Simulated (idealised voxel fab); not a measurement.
process module | voxel plated lines
cross-section cut | 245 nm wide | cells 5 nm
A cross-section is a grid of square cells, given in bands from the top down. A band is one or more rows of cells.
Each band's line starts with the height of the band's top and of its bottom, in nm. Then come its materials from left to right, each with its width in nm. One material with "throughout" fills the band from edge to edge. "air" is empty space.
Height 0 is the level under which the wafer as received is all one material. The lowest band goes on downwards, as in "0 down".
A width such as "30 to 40" changes by the same amount from each row of cells to the next, from the band's top row to its bottom row.
"no change" after a step means that no cell of the cross-section changed.
closed voids: empty space of 8 cells or more with no open way to the top, each as width x height at its distance from the left edge, in nm
after a step's settings: what the simulator itself notes on the step
overlay nm, on a step with a mask: how far to the right of its planned place the mask lay; to the left if negative
plan
1 op RECEIVE | material Si
2 op CONFORMAL_DEP | material SiO2 | thk nm 10
3 op DIRECTIONAL_DEP | material TiN | thk nm 5
4 op PATTERN | tone open | mask id LINES | material resist | width nm 25 | pitch nm 55 | thk nm 15 | overlay nm 0
5 op EPI | material Ru | thk nm 10
6 op STRIP | etch materials resist
7 op DIRECTIONAL_ETCH | etch materials TiN | depth nm 5
8 op CONFORMAL_DEP | material SiCN | thk nm 10
as received, after step 1
  0 down: Si throughout
  closed voids: none
a wafer at the end: this start, this plan, one mistake
  45 to 35: air 65 | SiCN 110 | air 70
  35 to 30: air 65 | SiCN 10 | Ru 35 | SiCN 20 | Ru 35 | SiCN 10 | air 70
  30 to 20: air 65 | SiCN 15 | Ru 25 | SiCN 30 | Ru 25 | SiCN 15 | air 70
  20 to 15: SiCN 80 | Ru 25 | SiCN 30 | Ru 25 | SiCN 85
  15 to 10: SiCN 75 | TiN 35 | SiCN 20 | TiN 35 | SiCN 80
  10 to 0: SiO2 throughout
  0 down: Si throughout
  closed voids: none
what went wrong: step 5 was run twice
